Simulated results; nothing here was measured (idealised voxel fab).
Process module under the name voxel transistor to metal
Displayed cross-section: cut, width of 215 nm, square cells sized 5 nm.
If you're reading a cross-section in this doc, picture square cells in a grid; it comes to you as bands, top ones listed first down to the bottom, and a band can be one or more rows of cells.
Band entry format. Leading values: height of top, height of bottom, nm. Remainder: materials in left-to-right order, each with its width in nm. Special words: "throughout" on a single material, which then fills the band edge to edge; "blank", empty space.
Height is counted from the level 0, under which the received wafer is composed throughout of one material. The lowest of the bands is not closed at the bottom but continues downward, in the notation "0 -> down".
Top row gets the first number, bottom row gets the second, and each row in between changes by the same step: that is how a band width like "30 to 40" works.
Step marked "no alteration"? Then no cell in the cross-section changed in it.
Any empty space of 8 cells or more lacking an open way to the top shows up in "Enclosed void entries" as width x height at distance, distance from the left edge, in nm.
Past the settings on a step's line: simulator remark, on that step.
Regarding "overlay nm": on a step with a mask, it is the distance the mask lay to the right of its planned place; a negative value places it to the left.
Note on reading: below, each pair holds a cross-section from before one process step and one from after it; the one from after shows only down to the lowest band that changed. Beneath the pair, the step in between is stated along with its settings. The pairs can stem from different runs of this module on the same starting wafer. Where a pair's entry headed "State before step" says so, and only there, that pair continues from the pair above it.
State before step
    55 -> 50  TiN 55, then blank 10, then TiN 80, then blank 10, then TiN 60
    50 -> 30  SiO2 50, then TiN 5, then blank 10, then TiN 5, then SiO2 70, then TiN 5, then blank 10, then TiN 5, then SiO2 55
    30 -> 25  SiN 50, then TiN 20, then SiN 70, then TiN 20, then SiN 55
    25 -> 10  SiO2 50, then TiN 5, then W 10, then TiN 5, then SiO2 70, then TiN 5, then W 10, then TiN 5, then SiO2 55
    10 -> 0  SiO2 50, then TiN 5, then W 10, then TiN 5, then SiO2 10, then SiN 5, then HfO2 5, then TiN 5, then W 20, then TiN 5, then HfO2 5, then SiN 5, then SiO2 10, then TiN 5, then W 10, then TiN 5, then SiO2 55
    0 -> -5  SiO2 40, then SiN 5, then SiO2 5, then TiN 20, then SiO2 10, then SiN 5, then HfO2 5, then TiN 30, then HfO2 5, then SiN 5, then SiO2 10, then TiN 20, then SiO2 5, then SiN 5, then SiO2 45
    -5 -> -10  SiO2 45, then pSi 35, then SiO2 5, then HfO2 40, then SiO2 5, then pSi 35, then SiO2 50
    -10 -> -30  SiO2 40, then Si 130, then SiO2 45
    -30 -> down  Si throughout
    Enclosed void entries: none
Resulting Structure
    60 -> 55  Ru throughout
    55 -> 50  TiN 55, then Ru 10, then TiN 80, then Ru 10, then TiN 60
    50 -> 30  SiO2 50, then TiN 5, then Ru 10, then TiN 5, then SiO2 70, then TiN 5, then Ru 10, then TiN 5, then SiO2 55
    Unchanged below 30.
    Enclosed void entries: none
Intermediate step for the cross-sections above: FILL_DEP (material Ru; thk nm 5)
State before step: same picture as after in the pair right above, so we don't repeat it.
Resulting Structure
    50 -> 30  SiO2 50, then TiN 5, then Ru 10, then TiN 5, then SiO2 70, then TiN 5, then Ru 10, then TiN 5, then SiO2 55
    Unchanged below 30.
    Enclosed void entries: none
Intermediate step for the cross-sections above: CMP (height nm 50)
State before step: same picture as after in the pair right above, so we don't repeat it.
Resulting Structure
    55 -> 50  SiCN throughout
    Unchanged below 50.
    Enclosed void entries: none
Intermediate step for the cross-sections above: CONFORMAL_DEP (material SiCN; thk nm 5)
State before step
    25 -> 10  SiO2 throughout
    10 -> 0  SiO2 80, then SiN 5, then HfO2 5, then TiN 5, then W 20, then TiN 5, then HfO2 5, then SiN 5, then SiO2 85
    0 -> -5  SiO2 45, then SiN 5, then SiO2 30, then SiN 5, then HfO2 5, then TiN 30, then HfO2 5, then SiN 5, then SiO2 30, then SiN 5, then SiO2 50
    -5 -> -10  SiO2 50, then pSi 30, then SiO2 5, then HfO2 40, then SiO2 5, then pSi 30, then SiO2 55
    -10 -> -30  SiO2 45, then Si 120, then SiO2 50
    -30 -> down  Si throughout
    Enclosed void entries: none
Resulting Structure
    25 -> 10  SiO2 40, then blank 20, then SiO2 70, then blank 20, then SiO2 65
    10 -> 0  SiO2 40, then blank 20, then SiO2 20, then SiN 5, then HfO2 5, then TiN 5, then W 20, then TiN 5, then HfO2 5, then SiN 5, then blank 20, then SiO2 65
    0 -> -5  SiO2 40, then blank 5, then SiN 5, then blank 10, then SiO2 20, then SiN 5, then HfO2 5, then TiN 30, then HfO2 5, then SiN 5, then blank 20, then SiO2 10, then SiN 5, then SiO2 50
    Unchanged below -5.
    Enclosed void entries: none
Intermediate step for the cross-sections above: MASKED_ETCH (tone open; mask id CONTACT; width nm 20; pitch nm 90; etch materials SiO2; depth nm 30; overlay nm -10)
State before step: same picture as after in the pair right above, so we don't repeat it.
Resulting Structure
    30 -> 25  TiN 45, then blank 10, then TiN 80, then blank 10, then TiN 70
    25 -> 10  SiO2 40, then TiN 5, then blank 10, then TiN 5, then SiO2 70, then TiN 5, then blank 10, then TiN 5, then SiO2 65
    10 -> 5  SiO2 40, then TiN 5, then blank 10, then TiN 5, then SiO2 20, then SiN 5, then HfO2 5, then TiN 5, then W 20, then TiN 5, then HfO2 5, then SiN 5, then TiN 5, then blank 10, then TiN 5, then SiO2 65
    5 -> 0  SiO2 40, then TiN 20, then SiO2 20, then SiN 5, then HfO2 5, then TiN 5, then W 20, then TiN 5, then HfO2 5, then SiN 5, then TiN 5, then blank 10, then TiN 5, then SiO2 65
    0 -> -5  SiO2 40, then TiN 5, then SiN 5, then TiN 10, then SiO2 20, then SiN 5, then HfO2 5, then TiN 30, then HfO2 5, then SiN 5, then TiN 20, then SiO2 10, then SiN 5, then SiO2 50
    Unchanged below -5.
    Enclosed void entries: none
Intermediate step for the cross-sections above: CONFORMAL_DEP (material TiN; thk nm 5)
State before step: same picture as after in the pair right above, so we don't repeat it.
Resulting Structure
    40 -> 30  W throughout
    30 -> 25  TiN 45, then W 10, then TiN 80, then W 10, then TiN 70
    25 -> 10  SiO2 40, then TiN 5, then W 10, then TiN 5, then SiO2 70, then TiN 5, then W 10, then TiN 5, then SiO2 65
    10 -> 5  SiO2 40, then TiN 5, then W 10, then TiN 5, then SiO2 20, then SiN 5, then HfO2 5, then TiN 5, then W 20, then TiN 5, then HfO2 5, then SiN 5, then TiN 5, then W 10, then TiN 5, then SiO2 65
    5 -> 0  SiO2 40, then TiN 20, then SiO2 20, then SiN 5, then HfO2 5, then TiN 5, then W 20, then TiN 5, then HfO2 5, then SiN 5, then TiN 5, then W 10, then TiN 5, then SiO2 65
    Unchanged below 0.
    Enclosed void entries: none
Intermediate step for the cross-sections above: FILL_DEP (material W; thk nm 10)
State before step: same picture as after in the pair right above, so we don't repeat it.
Resulting Structure
    25 -> 10  SiO2 40, then TiN 5, then W 10, then TiN 5, then SiO2 70, then TiN 5, then W 10, then TiN 5, then SiO2 65
    Unchanged below 10.
    Enclosed void entries: none
Intermediate step for the cross-sections above: CMP (height nm 25)
State before step: same picture as after in the pair right above, so we don't repeat it.
Resulting Structure
    30 -> 25  SiN throughout
    Unchanged below 25.
    Enclosed void entries: none
Intermediate step for the cross-sections above: CONFORMAL_DEP (material SiN; thk nm 5)
State before step: same picture as after in the pair right above, so we don't repeat it.
Resulting Structure
    50 -> 30  SiO2 throughout
    Unchanged below 30.
    Enclosed void entries: none
Intermediate step for the cross-sections above: DIRECTIONAL_DEP (material SiO2; thk nm 20)
State before step: same picture as after in the pair right above, so we don't repeat it.
Resulting Structure
    50 -> 30  SiO2 50, then blank 20, then SiO2 70, then blank 20, then SiO2 55
    Unchanged below 30.
    Enclosed void entries: none
Intermediate step for the cross-sections above: MASKED_ETCH (tone open; mask id METAL_1; width nm 20; pitch nm 90; etch materials SiO2; depth nm 20; overlay nm 0)
State before step: same picture as after in the pair right above, so we don't repeat it.
Resulting Structure
    50 -> 30  SiO2 50, then blank 20, then SiO2 70, then blank 20, then SiO2 55
    30 -> 25  SiN 50, then blank 20, then SiN 70, then blank 20, then SiN 55
    Unchanged below 25.
    Enclosed void entries: none
Intermediate step for the cross-sections above: MASKED_ETCH (tone open; mask id METAL_1; width nm 20; pitch nm 90; etch materials SiN; depth nm 5; overlay nm 0)
State before step: same picture as after in the pair right above, so we don't repeat it.
Resulting Structure
    55 -> 50  TiN 55, then blank 10, then TiN 80, then blank 10, then TiN 60
    50 -> 30  SiO2 50, then TiN 5, then blank 10, then TiN 5, then SiO2 70, then TiN 5, then blank 10, then TiN 5, then SiO2 55
    30 -> 25  SiN 50, then TiN 20, then SiN 70, then TiN 20, then SiN 55
    Unchanged below 25.
    Enclosed void entries: none
Intermediate step for the cross-sections above: CONFORMAL_DEP (material TiN; thk nm 5)
State before step: same picture as after in the pair right above, so we don't repeat it.
Resulting Structure
    60 -> 55  Ru throughout
    55 -> 50  TiN 55, then Ru 10, then TiN 80, then Ru 10, then TiN 60
    50 -> 30  SiO2 50, then TiN 5, then Ru 10, then TiN 5, then SiO2 70, then TiN 5, then Ru 10, then TiN 5, then SiO2 55
    Unchanged below 30.
    Enclosed void entries: none
Intermediate step for the cross-sections above: FILL_DEP (material Ru; thk nm 5)
State before step: same picture as after in the pair right above, so we don't repeat it.
Resulting Structure
    50 -> 30  SiO2 50, then TiN 5, then Ru 10, then TiN 5, then SiO2 70, then TiN 5, then Ru 10, then TiN 5, then SiO2 55
    Unchanged below 30.
    Enclosed void entries: none
Intermediate step for the cross-sections above: CMP (height nm 50)
State before step: same picture as after in the pair right above, so we don't repeat it.
Resulting Structure
    55 -> 50  SiCN throughout
    Unchanged below 50.
    Enclosed void entries: none
Intermediate step for the cross-sections above: CONFORMAL_DEP (material SiCN; thk nm 5)
State before step
    25 -> 10  SiO2 50, then blank 20, then SiO2 70, then blank 20, then SiO2 55
    10 -> 0  SiO2 50, then blank 20, then SiO2 10, then SiN 5, then HfO2 5, then TiN 5, then W 20, then TiN 5, then HfO2 5, then SiN 5, then SiO2 10, then blank 20, then SiO2 55
    0 -> -5  SiO2 45, then SiN 5, then blank 20, then SiO2 10, then SiN 5, then HfO2 5, then TiN 30, then HfO2 5, then SiN 5, then SiO2 10, then blank 20, then SiN 5, then SiO2 50
    -5 -> -10  SiO2 50, then pSi 30, then SiO2 5, then HfO2 40, then SiO2 5, then pSi 30, then SiO2 55
    -10 -> -30  SiO2 45, then Si 120, then SiO2 50
    -30 -> down  Si throughout
    Enclosed void entries: none
Resulting Structure
    30 -> 25  SiCN 55, then blank 10, then SiCN 80, then blank 10, then SiCN 60
    25 -> 10  SiO2 50, then SiCN 5, then blank 10, then SiCN 5, then SiO2 70, then SiCN 5, then blank 10, then SiCN 5, then SiO2 55
    10 -> 0  SiO2 50, then SiCN 5, then blank 10, then SiCN 5, then SiO2 10, then SiN 5, then HfO2 5, then TiN 5, then W 20, then TiN 5, then HfO2 5, then SiN 5, then SiO2 10, then SiCN 5, then blank 10, then SiCN 5, then SiO2 55
    0 -> -5  SiO2 45, then SiN 5, then SiCN 20, then SiO2 10, then SiN 5, then HfO2 5, then TiN 30, then HfO2 5, then SiN 5, then SiO2 10, then SiCN 20, then SiN 5, then SiO2 50
    Unchanged below -5.
    Enclosed void entries: none
Intermediate step for the cross-sections above: CONFORMAL_DEP (material SiCN; thk nm 5)
State before step: same picture as after in the pair right above, so we don't repeat it.
Resulting Structure
    40 -> 30  W throughout
    30 -> 25  SiCN 55, then W 10, then SiCN 80, then W 10, then SiCN 60
    25 -> 10  SiO2 50, then SiCN 5, then W 10, then SiCN 5, then SiO2 70, then SiCN 5, then W 10, then SiCN 5, then SiO2 55
    10 -> 0  SiO2 50, then SiCN 5, then W 10, then SiCN 5, then SiO2 10, then SiN 5, then HfO2 5, then TiN 5, then W 20, then TiN 5, then HfO2 5, then SiN 5, then SiO2 10, then SiCN 5, then W 10, then SiCN 5, then SiO2 55
    Unchanged below 0.
    Enclosed void entries: none
Intermediate step for the cross-sections above: FILL_DEP (material W; thk nm 10)
State before step: same picture as after in the pair right above, so we don't repeat it.
Resulting Structure
    25 -> 10  SiO2 50, then SiCN 5, then W 10, then SiCN 5, then SiO2 70, then SiCN 5, then W 10, then SiCN 5, then SiO2 55
    Unchanged below 10.
    Enclosed void entries: none
Intermediate step for the cross-sections above: CMP (height nm 25)
State before step: same picture as after in the pair right above, so we don't repeat it.
Resulting Structure
    30 -> 25  SiN throughout
    Unchanged below 25.
    Enclosed void entries: none
Intermediate step for the cross-sections above: CONFORMAL_DEP (material SiN; thk nm 5)
State before step: same picture as after in the pair right above, so we don't repeat it.
Resulting Structure
    50 -> 30  SiO2 throughout
    Unchanged below 30.
    Enclosed void entries: none
Intermediate step for the cross-sections above: DIRECTIONAL_DEP (material SiO2; thk nm 20)
State before step: same picture as after in the pair right above, so we don't repeat it.
Resulting Structure
    50 -> 30  SiO2 50, then blank 20, then SiO2 70, then blank 20, then SiO2 55
    Unchanged below 30.
    Enclosed void entries: none
Intermediate step for the cross-sections above: MASKED_ETCH (tone open; mask id METAL_1; width nm 20; pitch nm 90; etch materials SiO2; depth nm 20; overlay nm 0)
State before step: same picture as after in the pair right above, so we don't repeat it.
Resulting Structure
    50 -> 30  SiO2 50, then blank 20, then SiO2 70, then blank 20, then SiO2 55
    30 -> 25  SiN 50, then blank 20, then SiN 70, then blank 20, then SiN 55
    Unchanged below 25.
    Enclosed void entries: none
Intermediate step for the cross-sections above: MASKED_ETCH (tone open; mask id METAL_1; width nm 20; pitch nm 90; etch materials SiN; depth nm 5; overlay nm 0)
State before step: same picture as after in the pair right above, so we don't repeat it.
Resulting Structure
    55 -> 50  TiN 55, then blank 10, then TiN 80, then blank 10, then TiN 60
    50 -> 30  SiO2 50, then TiN 5, then blank 10, then TiN 5, then SiO2 70, then TiN 5, then blank 10, then TiN 5, then SiO2 55
    30 -> 25  SiN 50, then TiN 20, then SiN 70, then TiN 20, then SiN 55
    Unchanged below 25.
    Enclosed void entries: none
Intermediate step for the cross-sections above: CONFORMAL_DEP (material TiN; thk nm 5)
State before step: same picture as after in the pair right above, so we don't repeat it.
Resulting Structure
    60 -> 55  Ru throughout
    55 -> 50  TiN 55, then Ru 10, then TiN 80, then Ru 10, then TiN 60
    50 -> 30  SiO2 50, then TiN 5, then Ru 10, then TiN 5, then SiO2 70, then TiN 5, then Ru 10, then TiN 5, then SiO2 55
    Unchanged below 30.
    Enclosed void entries: none
Intermediate step for the cross-sections above: FILL_DEP (material Ru; thk nm 5)
State before step: same picture as after in the pair right above, so we don't repeat it.
Resulting Structure
    50 -> 30  SiO2 50, then TiN 5, then Ru 10, then TiN 5, then SiO2 70, then TiN 5, then Ru 10, then TiN 5, then SiO2 55
    Unchanged below 30.
    Enclosed void entries: none
Intermediate step for the cross-sections above: CMP (height nm 50)
State before step: same picture as after in the pair right above, so we don't repeat it.
Resulting Structure
    55 -> 50  SiCN throughout
    Unchanged below 50.
    Enclosed void entries: none
Intermediate step for the cross-sections above: CONFORMAL_DEP (material SiCN; thk nm 5)
State before step
    50 -> 30  SiO2 throughout
    30 -> 25  SiN throughout
    25 -> 10  SiO2 50, then TiN 5, then W 10, then TiN 5, then SiO2 70, then TiN 5, then W 10, then TiN 5, then SiO2 55
    10 -> 0  SiO2 50, then TiN 5, then W 10, then TiN 5, then SiO2 10, then SiN 5, then HfO2 5, then TiN 5, then W 20, then TiN 5, then HfO2 5, then SiN 5, then SiO2 10, then TiN 5, then W 10, then TiN 5, then SiO2 55
    0 -> -5  SiO2 45, then SiN 5, then TiN 20, then SiO2 10, then SiN 5, then HfO2 5, then TiN 30, then HfO2 5, then SiN 5, then SiO2 10, then TiN 20, then SiN 5, then SiO2 50
    -5 -> -10  SiO2 50, then pSi 30, then SiO2 5, then HfO2 40, then SiO2 5, then pSi 30, then SiO2 55
    -10 -> -30  SiO2 45, then Si 120, then SiO2 50
    -30 -> down  Si throughout
    Enclosed void entries: none
Resulting Structure
    50 -> 30  blank 50, then SiO2 20, then blank 70, then SiO2 20, then blank 55
    Unchanged below 30.
    Enclosed void entries: none
Intermediate step for the cross-sections above: MASKED_ETCH (tone cover; mask id METAL_1; width nm 20; pitch nm 90; etch materials SiO2; depth nm 20; overlay nm 0)
State before step: same picture as after in the pair right above, so we don't repeat it.
Resulting Structure
    55 -> 50  blank 45, then TiN 30, then blank 60, then TiN 30, then blank 50
    50 -> 35  blank 45, then TiN 5, then SiO2 20, then TiN 5, then blank 60, then TiN 5, then SiO2 20, then TiN 5, then blank 50
    35 -> 30  TiN 50, then SiO2 20, then TiN 70, then SiO2 20, then TiN 55
    Unchanged below 30.
    Enclosed void entries: none
Intermediate step for the cross-sections above: CONFORMAL_DEP (material TiN; thk nm 5)
State before step: same picture as after in the pair right above, so we don't repeat it.
Resulting Structure
    60 -> 55  Ru throughout
    55 -> 50  Ru 45, then TiN 30, then Ru 60, then TiN 30, then Ru 50
    50 -> 35  Ru 45, then TiN 5, then SiO2 20, then TiN 5, then Ru 60, then TiN 5, then SiO2 20, then TiN 5, then Ru 50
    Unchanged below 35.
    Enclosed void entries: none
Intermediate step for the cross-sections above: FILL_DEP (material Ru; thk nm 5)
State before step: same picture as after in the pair right above, so we don't repeat it.
Resulting Structure
    50 -> 35  Ru 45, then TiN 5, then SiO2 20, then TiN 5, then Ru 60, then TiN 5, then SiO2 20, then TiN 5, then Ru 50
    Unchanged below 35.
    Enclosed void entries: none
Intermediate step for the cross-sections above: CMP (height nm 50)
State before step: same picture as after in the pair right above, so we don't repeat it.
Resulting Structure
    55 -> 50  SiCN throughout
    Unchanged below 50.
    Enclosed void entries: none
Intermediate step for the cross-sections above: CONFORMAL_DEP (material SiCN; thk nm 5)
